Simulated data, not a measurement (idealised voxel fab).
process module | voxel self aligned contacts
cross-section cut | 300 nm wide | cells 5 nm
A cross-section is a grid of square cells, given in bands from the top down. A band is one or more rows of cells.
Each band's line starts with the height of the band's top and of its bottom, in nm. Then come its materials from left to right, each with its width in nm. One material with "throughout" fills the band from edge to edge. "air" is empty space.
Height 0 is the level under which the wafer as received is all one material. The lowest band goes on downwards, as in "0 down".
A width such as "30 to 40" changes by the same amount from each row of cells to the next, from the band's top row to its bottom row.
"no change" after a step means that no cell of the cross-section changed.
closed voids: empty space of 8 cells or more with no open way to the top, each as width x height at its distance from the left edge, in nm
after a step's settings: what the simulator itself notes on the step
overlay nm, on a step with a mask: how far to the right of its planned place the mask lay; to the left if negative
plan
1 op RECEIVE | material Si
2 op OXIDIZE | depth nm 5
3 op DIRECTIONAL_DEP | material polySi | thk nm 20
4 op DIRECTIONAL_DEP | material SiN | thk nm 15
5 op MASKED_ETCH | tone cover | mask id GATE | width nm 25 | pitch nm 60 | etch materials SiN | depth nm 15 | overlay nm 0
6 op MASKED_ETCH | tone cover | mask id GATE | width nm 25 | pitch nm 60 | etch materials polySi | depth nm 20 | overlay nm 0
7 op CONFORMAL_DEP | material SiN | thk nm 5
8 op DIRECTIONAL_ETCH | etch materials SiN | depth nm 5
9 op FILL_DEP | material SiO2 | thk nm 15
10 op CMP | height nm 40
11 op DIRECTIONAL_DEP | material aC | thk nm 10
12 op PATTERN | tone open | mask id CONTACT | material resist | width nm 45 | thk nm 30 | overlay nm 0
13 op DIRECTIONAL_ETCH | etch materials aC | depth nm 10
14 op STRIP | etch materials resist
15 op DIRECTIONAL_ETCH | etch materials SiO2 | depth nm 45
16 op STRIP | etch materials aC
17 op CONFORMAL_DEP | material TiN | thk nm 5
18 op FILL_DEP | material Ru | thk nm 5
19 op CMP | height nm 40
20 op CONFORMAL_DEP | material SiN | thk nm 5
as received, after step 1
  0 down: Si throughout
  closed voids: none
a wafer at the end: this start, this plan, one mistake
  45 to 40: SiN throughout
  40 to 35: SiO2 125 | TiN 15 | Ru 15 | TiN 15 | SiO2 130
  35 to 20: SiO2 100 | SiN 35 | TiN 5 | Ru 15 | TiN 5 | SiN 35 | SiO2 105
  20 to 15: SiO2 135 | TiN 25 | SiO2 140
  15 to 0: polySi throughout
  0 down: Si throughout
  closed voids: none
what went wrong: steps 2 and 3 were swapped
